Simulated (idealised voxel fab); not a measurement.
Module name: voxel spacer lines (process module)
The cross-section on display is named cut; it measures 175 nm wide, and its cells are 5 nm squares.
Think of the cross-section as a grid of square cells. We describe it in bands, top to bottom, and each band covers one or more rows of those cells. What a band's entry tells you: where the top is and where the bottom is, as heights in nm, and after that what lies inside, material by material from left to right, each with its width in nm. Empty space is written as the word "empty", and a single material marked with the word "throughout" occupies the band from edge to edge. It should be noted that heights are counted from 0, beneath which the wafer as supplied is of one material throughout, and that the lowest band possesses no lower boundary but continues downward, as written in "0 and below". A width given as "30->40" starts at the first number in the band's top row and ends at the second number in its bottom row, shifting by an equal amount at every step from row to row. "no modification" for a step: no cell of the cross-section changed in that step. The label "Sealed void inventory" introduces a list of the empty spaces, 8 cells or larger, that have no open way up to the top; each entry in it reads width x height at distance, where the distance is taken from the left edge and all three are stated in nm. Step line, after settings: the simulator's comment on this step. If you see "overlay nm" on a step's line and that step has a mask, it's telling you how far right of where it was planned the mask ended up; a negative number means it went left instead.
# Planned step list for the process
step 1: RECEIVE, material Si
step 2: CONFORMAL_DEP, material Al2O3, thk nm 5
step 3: DIRECTIONAL_DEP, material SiN, thk nm 10
step 4: DIRECTIONAL_DEP, material polySi, thk nm 30
step 5: PATTERN, tone cover, mask id MANDREL, material resist, width nm 15, pitch nm 50, thk nm 35, overlay nm 0
step 6: DIRECTIONAL_ETCH, etch materials polySi, depth nm 30
step 7: STRIP, etch materials resist
step 8: CONFORMAL_DEP, material SiO2, thk nm 10
step 9: DIRECTIONAL_ETCH, etch materials SiO2, depth nm 10
step 10: STRIP, etch materials polySi
step 11: DIRECTIONAL_ETCH, etch materials SiN, depth nm 10
step 12: STRIP, etch materials SiO2
step 13: FILL_DEP, material SiO2, thk nm 5
step 14: CMP, height nm 15
# As received (post step 1): cross-section
	0 and below = Si throughout
	Sealed void inventory: none
# Cross-section taken at module completion on the first of two wafers; processed per the plan
	15 down to 5 = SiO2=45, then SiN=10, then SiO2=15, then SiN=10, then SiO2=15, then SiN=10, then SiO2=15, then SiN=10, then SiO2=45
	5 down to 0 = Al2O3 throughout
	0 and below = Si throughout
	Sealed void inventory: none
# Wafer two, sectioned after the module: the first wafer's start, the first wafer's plan, and one mistake in how it was run
	15 down to 10 = SiO2 throughout
	10 down to 0 = SiO2=45, then SiN=10, then SiO2=15, then SiN=10, then SiO2=15, then SiN=10, then SiO2=15, then SiN=10, then SiO2=45
	0 and below = Si throughout
	Sealed void inventory: none
Deviation noted in wafer processing: not run: step 2 of the plan (skipped)
It is noted that, at the conclusion of processing, the second wafer exhibits a higher or lower cell count for certain materials relative to the first: 35 fewer of Al2O3, 35 more of SiO2
